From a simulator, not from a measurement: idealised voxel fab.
The following is a process module called voxel air gaps.
We display cut, a cross-section 295 nm in width whose square cells are each 5 nm.
Cross-sections here: square-cell grids, written as top-down lists of bands, a band being one or more rows of cells. Look at the band entry: it leads with the top's height and the bottom's height in nm. Then it lists the materials left to right, with a width in nm for each. The word "full width" on a single material says that material fills the band edge to edge. The word "empty" is empty space. Heights are measured from 0, the level below which the as-received wafer is all one material; the lowest band has no bottom and continues downward, written as in "z 0 and below". Quick explanation for "30 to 40": the width changes in equal steps down the rows of cells, from the first number in the band's top row to the second number in its bottom row. Key: "no modification" - step with no changed cell in the cross-section. Reported under the label "Unvented voids" are the empty spaces having no open way to the top and comprising 8 cells or more; the notation for each is width x height at distance, in which the distance is measured from the left edge and all three values are in nm. Text after the settings on a step's line: the simulator's own remark on that step. The optional step-line setting "overlay nm" applies to steps with a mask and quantifies how far to the right of its planned location the mask lay, a negative value indicating leftward placement.

-- This section lists the process steps that were planned
1 RECEIVE, material Si
2 CONFORMAL_DEP, material SiO2, thk nm 15
3 CONFORMAL_DEP, material SiN, thk nm 5
4 DIRECTIONAL_DEP, material lowk, thk nm 35
5 MASKED_ETCH, tone open, mask id LINES, width nm 20, pitch nm 50, etch materials lowk, depth nm 35, overlay nm 0
6 CONFORMAL_DEP, material TiN, thk nm 5
7 FILL_DEP, material Cu, thk nm 5
8 CMP, height nm 55
9 EPI, material Ru, thk nm 10
10 SELECTIVE_ETCH, etch materials lowk, depth nm 45
11 CONFORMAL_DEP, material SiN, thk nm 5

-- Incoming wafer, cross-sectional view, post step 1
z 0 and below  Si full width
Unvented voids: none

-- Cross-sectional view of the first of the two wafers upon completion of the module, processed in accordance with the plan
z 70 to 65  70 empty; 150 SiN; 75 empty
z 65 to 55  70 empty; 5 SiN; 40 Ru; 10 SiN; 40 Ru; 10 SiN; 40 Ru; 5 SiN; 75 empty
z 55 to 50  70 empty; 15 SiN; 5 TiN; 10 Cu; 5 TiN; 30 SiN; 5 TiN; 10 Cu; 5 TiN; 30 SiN; 5 TiN; 10 Cu; 5 TiN; 15 SiN; 75 empty
z 50 to 25  80 empty; 5 SiN; 5 TiN; 10 Cu; 5 TiN; 5 SiN; 20 empty; 5 SiN; 5 TiN; 10 Cu; 5 TiN; 5 SiN; 20 empty; 5 SiN; 5 TiN; 10 Cu; 5 TiN; 5 SiN; 85 empty
z 25 to 20  85 SiN; 20 TiN; 30 SiN; 20 TiN; 30 SiN; 20 TiN; 90 SiN
z 20 to 15  SiN full width
z 15 to 0  SiO2 full width
z 0 and below  Si full width
Unvented voids: 20 x 25 at 110; 20 x 25 at 160

-- What the second wafer looks like in cross-section once the module is done. Its start and its plan matched the first wafer's exactly; what differed was one mistake in how it was run
z 65 to 55  75 empty; 40 Ru; 10 empty; 40 Ru; 10 empty; 40 Ru; 80 empty
z 55 to 25  85 empty; 5 TiN; 10 Cu; 5 TiN; 30 empty; 5 TiN; 10 Cu; 5 TiN; 30 empty; 5 TiN; 10 Cu; 5 TiN; 90 empty
z 25 to 20  85 empty; 20 TiN; 30 empty; 20 TiN; 30 empty; 20 TiN; 90 empty
z 20 to 15  SiN full width
z 15 to 0  SiO2 full width
z 0 and below  Si full width
Unvented voids: none
What broke from the plan during processing? step 11 in the plan did not get run; it was skipped
Bottom line after processing is that, in cells, the second wafer is up or down on some materials versus the first: SiN: 137 fewer
Closed voids, final: 2 / 0 (first wafer / second wafer).
